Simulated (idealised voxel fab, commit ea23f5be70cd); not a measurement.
Process module heading - voxel self aligned vias
Each square cell in cross-section cut measures 5 nm, and the section as a whole is 270 nm wide.
Notation: cross-section as square-cell grid; stated in bands, top first, going down; one or more cell rows per band. This entry defines a band. It first specifies the height of the band's top and the height of its bottom in nm, and then specifies the band's materials from left to right, stating each material with its width in nm. The word "throughout" identifies a single material that fills the band from edge to edge, while the word "empty" identifies empty space. It should be noted that heights are counted from 0, beneath which the wafer as supplied is of one material throughout, and that the lowest band possesses no lower boundary but continues downward, as written in "0 nm and below". With a width like "30->40", each row of cells in the band differs from the next by the same amount, the top row carrying the first number and the bottom row the second. Where the words "no alteration" appear for a step, the cross-section shows no cell changed by that step; every cell remained as before. The label "Voids, sealed" introduces a list of the empty spaces, 8 cells or larger, that have no open way up to the top; each entry in it reads width x height at distance, where the distance is taken from the left edge and all three are stated in nm. The remark found on a step's line after its settings is issued by the simulator itself and pertains to that step. overlay nm: mask offset rightward from planned place, masked step; negative means leftward offset.
## Process steps (planned)
| 1 | RECEIVE | material Si |
| 2 | CONFORMAL_DEP | material SiO2 | thk nm 10 |
| 3 | CONFORMAL_DEP | material SiCN | thk nm 5 |
| 4 | DIRECTIONAL_DEP | material SiO2 | thk nm 30 |
| 5 | PATTERN | tone open | mask id LINES | material resist | width nm 25 | pitch nm 65 | thk nm 20 | overlay nm 0 |
| 6 | DIRECTIONAL_ETCH | etch materials SiO2 | depth nm 30 |
| 7 | STRIP | etch materials resist |
| 8 | CONFORMAL_DEP | material TiN | thk nm 5 |
| 9 | FILL_DEP | material W | thk nm 10 |
| 10 | CMP | height nm 45 |
| 11 | SELECTIVE_ETCH | etch materials W Ru TiN | depth nm 5 |
| 12 | FILL_DEP | material SiN | thk nm 5 |
| 13 | CMP | height nm 45 |
| 14 | DIRECTIONAL_DEP | material SiO2 | thk nm 20 |
| 15 | MASKED_ETCH | tone open | mask id VIAS | width nm 35 | pitch nm 65 | etch materials SiO2 | depth nm 20 | overlay nm 0 |
| 16 | MASKED_ETCH | tone open | mask id VIAS | width nm 35 | pitch nm 65 | etch materials SiN | depth nm 5 | overlay nm 0 |
| 17 | CONFORMAL_DEP | material TiN | thk nm 5 |
| 18 | FILL_DEP | material Cu | thk nm 10 |
| 19 | CMP | height nm 65 |
| 20 | CONFORMAL_DEP | material SiCN | thk nm 5 |
## Step 1 complete: cross-section of the wafer as received
* 0 nm and below | Si throughout
* Voids, sealed: none
## The cross-section shown corresponds to the wafer at the conclusion of the module. The initial structure and the process plan are those presented above; however, one mistake occurred in executing the plan
* 70 nm to 65 nm | SiCN throughout
* 65 nm to 50 nm | SiO2 45; TiN 5; Cu 25; TiN 5; SiO2 30; TiN 5; Cu 25; TiN 5; SiO2 30; TiN 5; Cu 25; TiN 5; SiO2 60
* 50 nm to 45 nm | SiO2 45; TiN 15; Cu 15; TiN 5; SiO2 30; TiN 15; Cu 15; TiN 5; SiO2 30; TiN 15; Cu 15; TiN 5; SiO2 60
* 45 nm to 40 nm | SiO2 55; TiN 25; SiO2 40; TiN 25; SiO2 40; TiN 25; SiO2 60
* 40 nm to 20 nm | SiO2 55; TiN 5; W 15; TiN 5; SiO2 40; TiN 5; W 15; TiN 5; SiO2 40; TiN 5; W 15; TiN 5; SiO2 60
* 20 nm to 15 nm | SiO2 55; TiN 25; SiO2 40; TiN 25; SiO2 40; TiN 25; SiO2 60
* 15 nm to 10 nm | SiCN throughout
* 10 nm to 0 nm | SiO2 throughout
* 0 nm and below | Si throughout
* Voids, sealed: none
What went wrong in running the wafer? contrary to plan, step 15 was performed as MASKED_ETCH | tone open | mask id VIAS | width nm 35 | pitch nm 65 | etch materials SiO2 | depth nm 20 | overlay nm -5
